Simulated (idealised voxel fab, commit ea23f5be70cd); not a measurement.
Process module name: voxel transistor to metal
Shown is cross-section cut, with a width of 210 nm and square cells of size 5 nm.
Notation: cross-section as square-cell grid; stated in bands, top first, going down; one or more cell rows per band. Heads up on the band format: heights come first, top then bottom, in nm. After that it's the materials left to right, each with its width in nm. A single material flagged "edge to edge" fills the whole band edge to edge, and "blank" means there's empty space there. The level at which height equals 0 is the one under which the wafer, as it arrives, is entirely one material. No lower edge exists for the bottom band, which continues downward and is notated as in "z 0 and below". Top row gets the first number, bottom row gets the second, and each row in between changes by the same step: that is how a band width like "30 to 40" works. What does "left unchanged" mean for a step? It means no cell of the cross-section changed in that step. "Enclosed voids" specifies each empty space that is not open to the top and that occupies no fewer than 8 cells, using the form width x height at distance, the distance measured from the left edge and all three quantities in nm. The remark found on a step's line after its settings is issued by the simulator itself and pertains to that step. For masked steps, "overlay nm" on the step line gives how far right of plan the mask actually lay; a minus sign means it lay to the left.

Set out below are the planned steps of the process
1) RECEIVE,material Si
2) OXIDIZE,depth nm 5
3) CONFORMAL_DEP,material SiN,thk nm 15
4) DIRECTIONAL_DEP,material aC,thk nm 15
5) PATTERN,tone cover,mask id ACTIVE,material resist,width nm 125,thk nm 30,overlay nm 0
6) DIRECTIONAL_ETCH,etch materials aC,depth nm 15
7) STRIP,etch materials resist
8) DIRECTIONAL_ETCH,etch materials SiN,depth nm 15
9) DIRECTIONAL_ETCH,etch materials SiO2,depth nm 5
10) DIRECTIONAL_ETCH,etch materials Si,depth nm 35
11) STRIP,etch materials aC
12) FILL_DEP,material SiO2,thk nm 15
13) CMP,height nm 15
14) SELECTIVE_ETCH,etch materials SiO2,depth nm 5
15) STRIP,etch materials SiN
16) SELECTIVE_ETCH,etch materials SiO2,depth nm 5
17) OXIDIZE,depth nm 5
18) DIRECTIONAL_DEP,material polySi,thk nm 20
19) DIRECTIONAL_DEP,material SiCN,thk nm 15
20) PATTERN,tone cover,mask id GATE,material resist,width nm 35,thk nm 15,overlay nm 0
21) DIRECTIONAL_ETCH,etch materials SiCN,depth nm 25
22) DIRECTIONAL_ETCH,etch materials polySi,depth nm 30
23) STRIP,etch materials resist
24) CONFORMAL_DEP,material SiN,thk nm 10
25) DIRECTIONAL_ETCH,etch materials SiN,depth nm 10
26) DIRECTIONAL_ETCH,etch materials SiO2,depth nm 5
27) DIRECTIONAL_ETCH,etch materials Si,depth nm 10
28) EPI,material SiGe,thk nm 10
29) FILL_DEP,material SiO2,thk nm 10
30) CMP,height nm 15
31) STRIP,etch materials polySi
32) SELECTIVE_ETCH,etch materials SiO2,depth nm 5
33) CONFORMAL_DEP,material HfO2,thk nm 5
34) CONFORMAL_DEP,material TiN,thk nm 5
35) FILL_DEP,material W,thk nm 10
36) CMP,height nm 10
37) DIRECTIONAL_DEP,material SiO2,thk nm 15
38) PATTERN,tone open,mask id CONTACT,material resist,width nm 15,pitch nm 90,thk nm 20,overlay nm 0
39) DIRECTIONAL_ETCH,etch materials SiO2,depth nm 35
40) STRIP,etch materials resist
41) CONFORMAL_DEP,material TiN,thk nm 5
42) FILL_DEP,material Ru,thk nm 10
43) CMP,height nm 25
44) DIRECTIONAL_DEP,material TiN,thk nm 5
45) DIRECTIONAL_DEP,material W,thk nm 15
46) PATTERN,tone cover,mask id METAL_1,material resist,width nm 15,pitch nm 90,thk nm 15,overlay nm 0
47) DIRECTIONAL_ETCH,etch materials W,depth nm 15
48) DIRECTIONAL_ETCH,etch materials TiN,depth nm 5
49) STRIP,etch materials resist
50) FILL_DEP,material lowk,thk nm 5
51) CMP,height nm 45
52) CONFORMAL_DEP,material SiCN,thk nm 5
53) DIRECTIONAL_DEP,material SiO2,thk nm 30
54) DIRECTIONAL_DEP,material aC,thk nm 15
55) PATTERN,tone open,mask id METAL_2,material resist,width nm 15,pitch nm 90,thk nm 30,overlay nm 0
56) DIRECTIONAL_ETCH,etch materials aC,depth nm 15
57) STRIP,etch materials resist
58) DIRECTIONAL_ETCH,etch materials SiO2,depth nm 15
59) STRIP,etch materials aC
60) PATTERN,tone open,mask id METAL_2_HOLES,material resist,width nm 15,pitch nm 90,thk nm 20,overlay nm 0
61) DIRECTIONAL_ETCH,etch materials SiO2,depth nm 15
62) DIRECTIONAL_ETCH,etch materials SiCN,depth nm 5
63) STRIP,etch materials resist
64) CONFORMAL_DEP,material TiN,thk nm 5
65) FILL_DEP,material Ru,thk nm 10
66) CMP,height nm 80
67) CONFORMAL_DEP,material SiN,thk nm 5

As received (post step 1): cross-section
    z 0 and below | Si edge to edge
    Enclosed voids: none

Starting wafer: above. Plan: above. Run: one mistake. Cross-section after the module: below
    z 85 to 80 | SiN edge to edge
    z 80 to 55 | 50 of SiO2 / 5 of TiN / 5 of Ru / 5 of TiN / 75 of SiO2 / 5 of TiN / 5 of Ru / 5 of TiN / 55 of SiO2
    z 55 to 50 | 50 of SiO2 / 15 of TiN / 75 of SiO2 / 15 of TiN / 55 of SiO2
    z 50 to 45 | polySi edge to edge
    z 45 to 30 | 50 of lowk / 15 of W / 75 of lowk / 15 of W / 55 of lowk
    z 30 to 25 | 50 of lowk / 15 of TiN / 75 of lowk / 15 of TiN / 55 of lowk
    z 25 to 10 | 50 of SiO2 / 5 of TiN / 5 of Ru / 5 of TiN / 75 of SiO2 / 5 of TiN / 5 of Ru / 5 of TiN / 55 of SiO2
    z 10 to 5 | 50 of SiO2 / 5 of TiN / 5 of Ru / 5 of TiN / 10 of SiO2 / 10 of SiN / 5 of HfO2 / 5 of TiN / 15 of W / 5 of TiN / 5 of HfO2 / 10 of SiN / 10 of SiO2 / 5 of TiN / 5 of Ru / 5 of TiN / 55 of SiO2
    z 5 to 0 | 35 of SiO2 / 10 of SiN / 5 of SiO2 / 15 of TiN / 10 of SiO2 / 10 of SiN / 5 of HfO2 / 5 of TiN / 15 of W / 5 of TiN / 5 of HfO2 / 10 of SiN / 10 of SiO2 / 15 of TiN / 5 of SiO2 / 10 of SiN / 40 of SiO2
    z 0 to -5 | 35 of SiO2 / 10 of SiN / 10 of SiGe / 10 of TiN / 10 of SiGe / 10 of SiN / 5 of HfO2 / 25 of TiN / 5 of HfO2 / 10 of SiN / 10 of SiGe / 10 of TiN / 10 of SiGe / 10 of SiN / 40 of SiO2
    z -5 to -10 | 45 of SiO2 / 10 of SiGe / 10 of TiN / 10 of SiGe / 5 of SiO2 / 45 of HfO2 / 5 of SiO2 / 10 of SiGe / 10 of TiN / 10 of SiGe / 50 of SiO2
    z -10 to -20 | 40 of SiO2 / 5 of Si / 30 of SiGe / 55 of Si / 30 of SiGe / 5 of Si / 45 of SiO2
    z -20 to -40 | 40 of SiO2 / 125 of Si / 45 of SiO2
    z -40 and below | Si edge to edge
    Enclosed voids: none
Short version of what went wrong: step 52: run off-plan, actual operation and settings CONFORMAL_DEP,material polySi,thk nm 5
